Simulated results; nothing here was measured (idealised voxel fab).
Process module heading - voxel local oxidation
Square cell edge 5 nm, section width 230 nm, ID cut.
Cross-section layout: square cells on a grid; listed as bands, top to bottom; a band spans one or more cell rows.
Heads up on the band format: heights come first, top then bottom, in nm. After that it's the materials left to right, each with its width in nm. A single material flagged "full width" fills the whole band edge to edge, and "air" means there's empty space there.
Height is counted from the level 0, under which the received wafer is composed throughout of one material. The lowest of the bands is not closed at the bottom but continues downward, in the notation "z 0 and below".
The notation "30->40" denotes a width that varies across the rows of cells in the band, beginning at the first number in the top row, finishing at the second number in the bottom row, and changing by an identical amount from each row to the next.
"no alteration" for a step: no cell of the cross-section changed in that step.
Closed-off voids: empty space of 8 cells or more with no open way to the top, each as width x height at its distance from the left edge, in nm
On each step's line, the part that comes after the settings is the simulator's own comment on the step.
overlay nm, on a step with a mask: how far to the right of its planned place the mask lay; to the left if negative

The planned process steps are enumerated hereunder
1: op RECEIVE | material Si
2: op CONFORMAL_DEP | material SiO2 | thk nm 5
3: op CONFORMAL_DEP | material SiN | thk nm 10
4: op PATTERN | tone cover | mask id ACTIVE | material resist | width nm 110 | thk nm 20 | overlay nm 0
5: op DIRECTIONAL_ETCH | etch materials SiN | depth nm 10
6: op STRIP | etch materials resist
7: op SELECTIVE_ETCH | etch materials SiO2 | depth nm 5
8: op OXIDIZE | depth nm 10
9: op STRIP | etch materials SiN

The first of the two wafers, which ran as planned

Cross-sectional view of the wafer in its as-received condition, corresponding to the state after step 1
> z 0 and below | Si full width
> Closed-off voids: none

The wafer, seen in cross-section, after step 2
> z 5 to 0 | SiO2 full width
> All layers under 0 are left as they were.

The wafer, seen in cross-section, after step 3
> z 15 to 5 | SiN full width
> All layers under 5 are left as they were.

The wafer, seen in cross-section, after step 4
> z 35 to 15 | air 60  resist 110  air 60
> All layers under 15 are left as they were.

The wafer, seen in cross-section, after step 5
> z 35 to 15 | air 60  resist 110  air 60
> z 15 to 5 | air 60  SiN 110  air 60
> All layers under 5 are left as they were.

The wafer, seen in cross-section, after step 6
> z 15 to 5 | air 60  SiN 110  air 60
> All layers under 5 are left as they were.

The wafer, seen in cross-section, after step 7
> z 15 to 5 | air 60  SiN 110  air 60
> z 5 to 0 | air 65  SiO2 100  air 65
> All layers under 0 are left as they were.

The wafer, seen in cross-section, after step 8
> z 15 to 5 | air 60  SiN 110  air 60
> z 5 to 0 | air 65  SiO2 100  air 65
> z 0 to -10 | SiO2 75  Si 80  SiO2 75
> All layers under -10 are left as they were.

The wafer, seen in cross-section, after step 9
> z 5 to 0 | air 65  SiO2 100  air 65
> All layers under 0 are left as they were.

Wafer two. Identical start, identical plan. One mistake in execution. Identical history through step 7

X-section, second wafer, when step 8 was due to finish
> z 15 to 5 | air 60  SiN 110  air 60
> z 5 to 0 | air 65  SiO2 100  air 65
> z 0 to -15 | SiO2 80  Si 70  SiO2 80
> All layers under -15 are left as they were.

X-section, second wafer, when step 9 was due to finish
> z 5 to 0 | air 65  SiO2 100  air 65
> All layers under 0 are left as they were.
Run error: not per plan at step 8, really ran op OXIDIZE | depth nm 15
Counted in cells at the end, the second wafer holds more or fewer of these materials than the first: 36 fewer of Si | 36 more of SiO2
